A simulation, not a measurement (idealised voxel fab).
process module | voxel transistor to metal
cross-section cut | 170 nm wide | cells 5 nm
A cross-section is a grid of square cells, given in bands from the top down. A band is one or more rows of cells.
Each band's line starts with the height of the band's top and of its bottom, in nm. Then come its materials from left to right, each with its width in nm. One material with "throughout" fills the band from edge to edge. "air" is empty space.
Height 0 is the level under which the wafer as received is all one material. The lowest band goes on downwards, as in "0 down".
A width such as "30 to 40" changes by the same amount from each row of cells to the next, from the band's top row to its bottom row.
"no change" after a step means that no cell of the cross-section changed.
closed voids: empty space of 8 cells or more with no open way to the top, each as width x height at its distance from the left edge, in nm
after a step's settings: what the simulator itself notes on the step
overlay nm, on a step with a mask: how far to the right of its planned place the mask lay; to the left if negative
plan
1 op RECEIVE | material Si
2 op CONFORMAL_DEP | material SiO2 | thk nm 5
3 op CONFORMAL_DEP | material SiN | thk nm 10
4 op PATTERN | tone cover | mask id ACTIVE | material resist | width nm 95 | thk nm 15 | overlay nm 0
5 op DIRECTIONAL_ETCH | etch materials SiN | depth nm 10
6 op DIRECTIONAL_ETCH | etch materials SiO2 | depth nm 5
7 op DIRECTIONAL_ETCH | etch materials Si | depth nm 35
8 op STRIP | etch materials resist
9 op FILL_DEP | material SiO2 | thk nm 10
10 op CMP | height nm 15
11 op SELECTIVE_ETCH | etch materials SiO2 | depth nm 5
12 op STRIP | etch materials SiN
13 op SELECTIVE_ETCH | etch materials SiO2 | depth nm 5
14 op OXIDIZE | depth nm 5
15 op DIRECTIONAL_DEP | material polySi | thk nm 25
16 op DIRECTIONAL_DEP | material SiCN | thk nm 10
17 op PATTERN | tone cover | mask id GATE | material resist | width nm 25 | thk nm 15 | overlay nm 0
18 op DIRECTIONAL_ETCH | etch materials SiCN | depth nm 20
19 op DIRECTIONAL_ETCH | etch materials polySi | depth nm 35
20 op STRIP | etch materials resist
21 op CONFORMAL_DEP | material SiO2 | thk nm 5
22 op DIRECTIONAL_ETCH | etch materials SiO2 | depth nm 5
23 op CONFORMAL_DEP | material SiN | thk nm 10
24 op DIRECTIONAL_ETCH | etch materials SiN | depth nm 10
25 op DIRECTIONAL_ETCH | etch materials SiO2 | depth nm 5
26 op DIRECTIONAL_ETCH | etch materials Si | depth nm 10
27 op EPI | material SiGe | thk nm 10
28 op FILL_DEP | material SiO2 | thk nm 5
29 op CMP | height nm 35
30 op DIRECTIONAL_DEP | material SiO2 | thk nm 15
31 op MASKED_ETCH | tone open | mask id CONTACT | width nm 25 | pitch nm 60 | etch materials SiO2 | depth nm 45 | overlay nm 0
32 op CONFORMAL_DEP | material TiN | thk nm 5
33 op FILL_DEP | material W | thk nm 5
34 op CMP | height nm 50
35 op DIRECTIONAL_DEP | material TiN | thk nm 5
36 op DIRECTIONAL_DEP | material Ru | thk nm 25
37 op PATTERN | tone cover | mask id METAL_1 | material resist | width nm 15 | pitch nm 70 | thk nm 15 | overlay nm 0
38 op DIRECTIONAL_ETCH | etch materials Ru | depth nm 25
39 op DIRECTIONAL_ETCH | etch materials TiN | depth nm 5
40 op STRIP | etch materials resist
41 op FILL_DEP | material SiO2 | thk nm 5
42 op CMP | height nm 80
43 op CONFORMAL_DEP | material SiCN | thk nm 5
44 op DIRECTIONAL_DEP | material SiO2 | thk nm 25
45 op PATTERN | tone open | mask id METAL_2 | material resist | width nm 15 | pitch nm 70 | thk nm 20 | overlay nm 0
46 op DIRECTIONAL_ETCH | etch materials SiO2 | depth nm 15
47 op STRIP | etch materials resist
48 op DIRECTIONAL_DEP | material aC | thk nm 10
49 op PATTERN | tone open | mask id METAL_2_HOLES | material resist | width nm 15 | pitch nm 70 | thk nm 30 | overlay nm 0
50 op DIRECTIONAL_ETCH | etch materials aC | depth nm 10
51 op STRIP | etch materials resist
52 op DIRECTIONAL_ETCH | etch materials SiO2 | depth nm 10
53 op DIRECTIONAL_ETCH | etch materials SiCN | depth nm 5
54 op STRIP | etch materials aC
55 op CONFORMAL_DEP | material TiN | thk nm 5
56 op FILL_DEP | material Ru | thk nm 10
57 op CMP | height nm 110
58 op CONFORMAL_DEP | material SiN | thk nm 5
as received, after step 1
  0 down: Si throughout
  closed voids: none
first wafer at the end, as planned
  115 to 110: SiN throughout
  110 to 85: SiO2 40 | TiN 5 | Ru 5 | TiN 5 | SiO2 55 | TiN 5 | Ru 5 | TiN 5 | SiO2 45
  85 to 80: SiCN 40 | TiN 15 | SiCN 55 | TiN 15 | SiCN 45
  80 to 55: SiO2 40 | Ru 15 | SiO2 55 | Ru 15 | SiO2 45
  55 to 50: SiO2 40 | TiN 15 | SiO2 55 | TiN 15 | SiO2 45
  50 to 40: SiO2 40 | TiN 5 | W 15 | TiN 5 | SiO2 35 | TiN 5 | W 15 | TiN 5 | SiO2 45
  40 to 35: SiO2 40 | TiN 5 | W 5 | TiN 15 | SiO2 35 | TiN 15 | W 5 | TiN 5 | SiO2 45
  35 to 25: SiO2 40 | TiN 5 | W 5 | TiN 5 | SiN 10 | SiO2 5 | SiCN 25 | SiO2 5 | SiN 10 | TiN 5 | W 5 | TiN 5 | SiO2 45
  25 to 10: SiO2 40 | TiN 5 | W 5 | TiN 5 | SiN 10 | SiO2 5 | polySi 25 | SiO2 5 | SiN 10 | TiN 5 | W 5 | TiN 5 | SiO2 45
  10 to 5: SiO2 40 | TiN 15 | SiN 10 | SiO2 5 | polySi 25 | SiO2 5 | SiN 10 | TiN 15 | SiO2 45
  5 to 0: SiO2 35 | SiN 10 | SiGe 10 | SiN 10 | SiO2 5 | polySi 25 | SiO2 5 | SiN 10 | SiGe 10 | SiN 10 | SiO2 40
  0 to -5: SiO2 45 | SiGe 10 | SiO2 55 | SiGe 10 | SiO2 50
  -5 to -15: SiO2 35 | Si 10 | SiGe 10 | Si 55 | SiGe 10 | Si 10 | SiO2 40
  -15 to -35: SiO2 35 | Si 95 | SiO2 40
  -35 down: Si throughout
  closed voids: none
second wafer at the end: like start, like plan, one mistake
  115 to 110: SiN throughout
  110 to 85: SiO2 40 | TiN 5 | Ru 5 | TiN 5 | SiO2 55 | TiN 5 | Ru 5 | TiN 5 | SiO2 45
  85 to 80: SiCN 40 | TiN 15 | SiCN 55 | TiN 15 | SiCN 45
  80 to 55: Ru 40 | SiO2 15 | Ru 55 | SiO2 15 | Ru 45
  55 to 50: TiN 40 | SiO2 15 | TiN 55 | SiO2 15 | TiN 45
  50 to 40: SiO2 40 | TiN 5 | W 15 | TiN 5 | SiO2 35 | TiN 5 | W 15 | TiN 5 | SiO2 45
  40 to 35: SiO2 40 | TiN 5 | W 5 | TiN 15 | SiO2 35 | TiN 15 | W 5 | TiN 5 | SiO2 45
  35 to 25: SiO2 40 | TiN 5 | W 5 | TiN 5 | SiN 10 | SiO2 5 | SiCN 25 | SiO2 5 | SiN 10 | TiN 5 | W 5 | TiN 5 | SiO2 45
  25 to 10: SiO2 40 | TiN 5 | W 5 | TiN 5 | SiN 10 | SiO2 5 | polySi 25 | SiO2 5 | SiN 10 | TiN 5 | W 5 | TiN 5 | SiO2 45
  10 to 5: SiO2 40 | TiN 15 | SiN 10 | SiO2 5 | polySi 25 | SiO2 5 | SiN 10 | TiN 15 | SiO2 45
  5 to 0: SiO2 35 | SiN 10 | SiGe 10 | SiN 10 | SiO2 5 | polySi 25 | SiO2 5 | SiN 10 | SiGe 10 | SiN 10 | SiO2 40
  0 to -5: SiO2 45 | SiGe 10 | SiO2 55 | SiGe 10 | SiO2 50
  -5 to -15: SiO2 35 | Si 10 | SiGe 10 | Si 55 | SiGe 10 | Si 10 | SiO2 40
  -15 to -35: SiO2 35 | Si 95 | SiO2 40
  -35 down: Si throughout
  closed voids: none
what went wrong: step 37 ran as: op PATTERN | tone open | mask id METAL_1 | material resist | width nm 15 | pitch nm 70 | thk nm 15 | overlay nm 0
at the end the second wafer has, in cells: 110 more of Ru | 132 fewer of SiO2 | 22 more of TiN
